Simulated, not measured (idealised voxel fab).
This is a process module. Its name is voxel double patterning.
It is cross-section cut that appears here, measuring 150 nm in width, its square cells being 5 nm in size.
If you're reading a cross-section in this doc, picture square cells in a grid; it comes to you as bands, top ones listed first down to the bottom, and a band can be one or more rows of cells. Top, bottom (nm), then materials left to right with widths (nm); lone material tagged "edge to edge" fills the whole band edge to edge; "empty" = empty space. A quick word on heights: they are counted from 0, and under that level the wafer as it came to us is one material throughout. The lowest band is different from the rest in having no bottom; it simply continues downward, written as in "z 0 and below". Note: "30 to 40" means the width goes from the first number (top row of the band) to the second number (bottom row) in equal steps per row of cells. Any step labelled "remained the same" changed none of the cells in the cross-section. Voids not open to the top, 8 cells minimum: see "Closed void list". Written width x height at distance; distance is from the left edge; nm. Where a step's line continues beyond its settings, the continuation is a remark by the simulator itself on that step. Regarding "overlay nm": on a step with a mask, it is the distance the mask lay to the right of its planned place; a negative value places it to the left.

### The following list gives the planned process steps
1,RECEIVE [material Si]
2,CONFORMAL_DEP [material SiN] [thk nm 5]
3,DIRECTIONAL_DEP [material SiO2] [thk nm 20]
4,DIRECTIONAL_DEP [material SiCN] [thk nm 5]
5,DIRECTIONAL_DEP [material aC] [thk nm 10]
6,PATTERN [tone open] [mask id FIRST] [material resist] [width nm 15] [pitch nm 50] [thk nm 25] [overlay nm 0]
7,DIRECTIONAL_ETCH [etch materials aC] [depth nm 10]
8,STRIP [etch materials resist]
9,DIRECTIONAL_ETCH [etch materials SiCN] [depth nm 5]
10,STRIP [etch materials aC]
11,PATTERN [tone open] [mask id SECOND] [material resist] [width nm 15] [pitch nm 50] [thk nm 15] [overlay nm 0]
12,DIRECTIONAL_ETCH [etch materials SiCN] [depth nm 5]
13,STRIP [etch materials resist]
14,DIRECTIONAL_ETCH [etch materials SiO2] [depth nm 20]
15,STRIP [etch materials SiCN]

### Concerning the first of two wafers, which was run in accordance with the plan

### as received, after step 1
	z 0 and below | Si edge to edge
	Closed void list: none

### Cross-section through the wafer, step 2 finished
	z 5 to 0 | SiN edge to edge
	At heights below 0, the structure remains unaltered.

### Cross-section through the wafer, step 3 finished
	z 25 to 5 | SiO2 edge to edge
	At heights below 5, the structure remains unaltered.

### Cross-section through the wafer, step 4 finished
	z 30 to 25 | SiCN edge to edge
	At heights below 25, the structure remains unaltered.

### Cross-section through the wafer, step 5 finished
	z 40 to 30 | aC edge to edge
	At heights below 30, the structure remains unaltered.

### Cross-section through the wafer, step 6 finished
	z 65 to 40 | resist: 15 / empty: 15 / resist: 35 / empty: 15 / resist: 35 / empty: 15 / resist: 20
	At heights below 40, the structure remains unaltered.

### Cross-section through the wafer, step 7 finished
	z 55 to 40 | resist: 15 / empty: 15 / resist: 35 / empty: 15 / resist: 35 / empty: 15 / resist: 20
	z 40 to 30 | aC: 15 / empty: 15 / aC: 35 / empty: 15 / aC: 35 / empty: 15 / aC: 20
	At heights below 30, the structure remains unaltered.

### Cross-section through the wafer, step 8 finished
	z 40 to 30 | aC: 15 / empty: 15 / aC: 35 / empty: 15 / aC: 35 / empty: 15 / aC: 20
	At heights below 30, the structure remains unaltered.

### Cross-section through the wafer, step 9 finished
	z 40 to 30 | aC: 15 / empty: 15 / aC: 35 / empty: 15 / aC: 35 / empty: 15 / aC: 20
	z 30 to 25 | SiCN: 15 / empty: 15 / SiCN: 35 / empty: 15 / SiCN: 35 / empty: 15 / SiCN: 20
	At heights below 25, the structure remains unaltered.

### Cross-section through the wafer, step 10 finished
	z 30 to 25 | SiCN: 15 / empty: 15 / SiCN: 35 / empty: 15 / SiCN: 35 / empty: 15 / SiCN: 20
	At heights below 25, the structure remains unaltered.

### Cross-section through the wafer, step 11 finished
	z 45 to 30 | resist: 40 / empty: 15 / resist: 35 / empty: 15 / resist: 45
	z 30 to 25 | SiCN: 15 / resist: 15 / SiCN: 35 / resist: 15 / SiCN: 35 / resist: 15 / SiCN: 20
	At heights below 25, the structure remains unaltered.

### Cross-section through the wafer, step 12 finished
	z 45 to 30 | resist: 40 / empty: 15 / resist: 35 / empty: 15 / resist: 45
	z 30 to 25 | SiCN: 15 / resist: 15 / SiCN: 10 / empty: 15 / SiCN: 10 / resist: 15 / SiCN: 10 / empty: 15 / SiCN: 10 / resist: 15 / SiCN: 20
	At heights below 25, the structure remains unaltered.

### Cross-section through the wafer, step 13 finished
	z 30 to 25 | SiCN: 15 / empty: 15 / SiCN: 10 / empty: 15 / SiCN: 10 / empty: 15 / SiCN: 10 / empty: 15 / SiCN: 10 / empty: 15 / SiCN: 20
	At heights below 25, the structure remains unaltered.

### Cross-section through the wafer, step 14 finished
	z 30 to 25 | SiCN: 15 / empty: 15 / SiCN: 10 / empty: 15 / SiCN: 10 / empty: 15 / SiCN: 10 / empty: 15 / SiCN: 10 / empty: 15 / SiCN: 20
	z 25 to 5 | SiO2: 15 / empty: 15 / SiO2: 10 / empty: 15 / SiO2: 10 / empty: 15 / SiO2: 10 / empty: 15 / SiO2: 10 / empty: 15 / SiO2: 20
	At heights below 5, the structure remains unaltered.

### Cross-section through the wafer, step 15 finished
	z 25 to 5 | SiO2: 15 / empty: 15 / SiO2: 10 / empty: 15 / SiO2: 10 / empty: 15 / SiO2: 10 / empty: 15 / SiO2: 10 / empty: 15 / SiO2: 20
	At heights below 5, the structure remains unaltered.

### Second wafer. Start and plan as for the first. One mistake made in running. Agrees with the first up to and including step 10

### Cross-section: second wafer, time at which step 11 was scheduled to end
	z 45 to 30 | resist: 30 / empty: 15 / resist: 35 / empty: 15 / resist: 55
	z 30 to 25 | SiCN: 15 / resist: 15 / SiCN: 35 / resist: 15 / SiCN: 35 / resist: 15 / SiCN: 20
	At heights below 25, the structure remains unaltered.

### Cross-section: second wafer, time at which step 12 was scheduled to end
	z 45 to 30 | resist: 30 / empty: 15 / resist: 35 / empty: 15 / resist: 55
	z 30 to 25 | SiCN: 15 / resist: 15 / empty: 15 / SiCN: 20 / resist: 15 / empty: 15 / SiCN: 20 / resist: 15 / SiCN: 20
	At heights below 25, the structure remains unaltered.

### Cross-section: second wafer, time at which step 13 was scheduled to end
	z 30 to 25 | SiCN: 15 / empty: 30 / SiCN: 20 / empty: 30 / SiCN: 20 / empty: 15 / SiCN: 20
	At heights below 25, the structure remains unaltered.

### Cross-section: second wafer, time at which step 14 was scheduled to end
	z 30 to 25 | SiCN: 15 / empty: 30 / SiCN: 20 / empty: 30 / SiCN: 20 / empty: 15 / SiCN: 20
	z 25 to 5 | SiO2: 15 / empty: 30 / SiO2: 20 / empty: 30 / SiO2: 20 / empty: 15 / SiO2: 20
	At heights below 5, the structure remains unaltered.

### Cross-section: second wafer, time at which step 15 was scheduled to end
	z 25 to 5 | SiO2: 15 / empty: 30 / SiO2: 20 / empty: 30 / SiO2: 20 / empty: 15 / SiO2: 20
	At heights below 5, the structure remains unaltered.
Where did the run depart from the plan? contrary to plan, step 11 was performed as PATTERN [tone open] [mask id SECOND] [material resist] [width nm 15] [pitch nm 50] [thk nm 15] [overlay nm -10]
Upon completion, the cell count for each material on the second wafer equals that on the first, whereas the spatial distribution of those cells differs.
